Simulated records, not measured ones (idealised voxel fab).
The following is a process module called voxel self aligned contacts.
Pictured: cross-section cut, 255 nm wide, on a grid of 5 nm square cells.
Cross-sections here: square-cell grids, written as top-down lists of bands, a band being one or more rows of cells. First you get the band's top height and its bottom height, in nm, and then the materials it's made of, left to right, with each width in nm. If you see a single material with "edge to edge", that one covers the band edge to edge. "air" is empty space. Counting heights begins at 0, where everything beneath is, in the wafer as received, one material. The lowest band has no bottom; it goes on downwards, as "0..down" shows. Think of "30->40" as a width that walks from the first number to the second as you go down the band, top row to bottom row, taking equal-sized steps from row to row. Where a step carries "no modification", the cross-section came out of it unchanged, cell for cell. If an empty space has no open way to the top and is at least 8 cells in size, "Trapped voids" lists it, written width x height at distance, where distance is measured from the left edge and every value is in nm. Text after the settings on a step's line: the simulator's own remark on that step. overlay nm: step with mask; distance mask lay right of planned place; negative value = left of planned place.
-- This section lists the process steps that were planned
1: RECEIVE | material Si
2: CONFORMAL_DEP | material SiO2 | thk nm 5
3: DIRECTIONAL_DEP | material polySi | thk nm 30
4: DIRECTIONAL_DEP | material SiN | thk nm 20
5: MASKED_ETCH | tone cover | mask id GATE | width nm 35 | pitch nm 80 | etch materials SiN | depth nm 20 | overlay nm 0
6: MASKED_ETCH | tone cover | mask id GATE | width nm 35 | pitch nm 80 | etch materials polySi | depth nm 30 | overlay nm 0
7: CONFORMAL_DEP | material SiN | thk nm 10
8: DIRECTIONAL_ETCH | etch materials SiN | depth nm 10
9: FILL_DEP | material SiO2 | thk nm 15
10: CMP | height nm 65
11: PATTERN | tone open | mask id CONTACT | material resist | width nm 65 | thk nm 20 | overlay nm 0
12: DIRECTIONAL_ETCH | etch materials SiO2 | depth nm 65
13: STRIP | etch materials resist
14: CONFORMAL_DEP | material TiN | thk nm 5
15: FILL_DEP | material Ru | thk nm 5
16: CMP | height nm 65
17: CONFORMAL_DEP | material SiCN | thk nm 5
-- Cross-section of the incoming wafer, state after step 1
0..down  Si edge to edge
Trapped voids: none
-- Look at the cross-section after the module: the wafer started out the way shown above and the plan was the one shown above, yet one mistake was made along the way
70..65  SiCN edge to edge
65..55  SiO2: 95, TiN: 5->25, SiN: 55->15, TiN: 5->25, SiO2: 95
55..35  SiO2: 60, SiN: 55, TiN: 5, SiN: 15, TiN: 5, SiN: 55, SiO2: 60
35..5  SiO2: 60, SiN: 10, polySi: 35, SiN: 10, TiN: 5, SiN: 15, TiN: 5, SiN: 10, polySi: 35, SiN: 10, SiO2: 60
5..0  SiO2: 115, TiN: 25, SiO2: 115
0..down  Si edge to edge
Trapped voids: none
What was done differently from what was planned? rather than as planned, step 15 actually ran as FILL_DEP | material SiN | thk nm 5
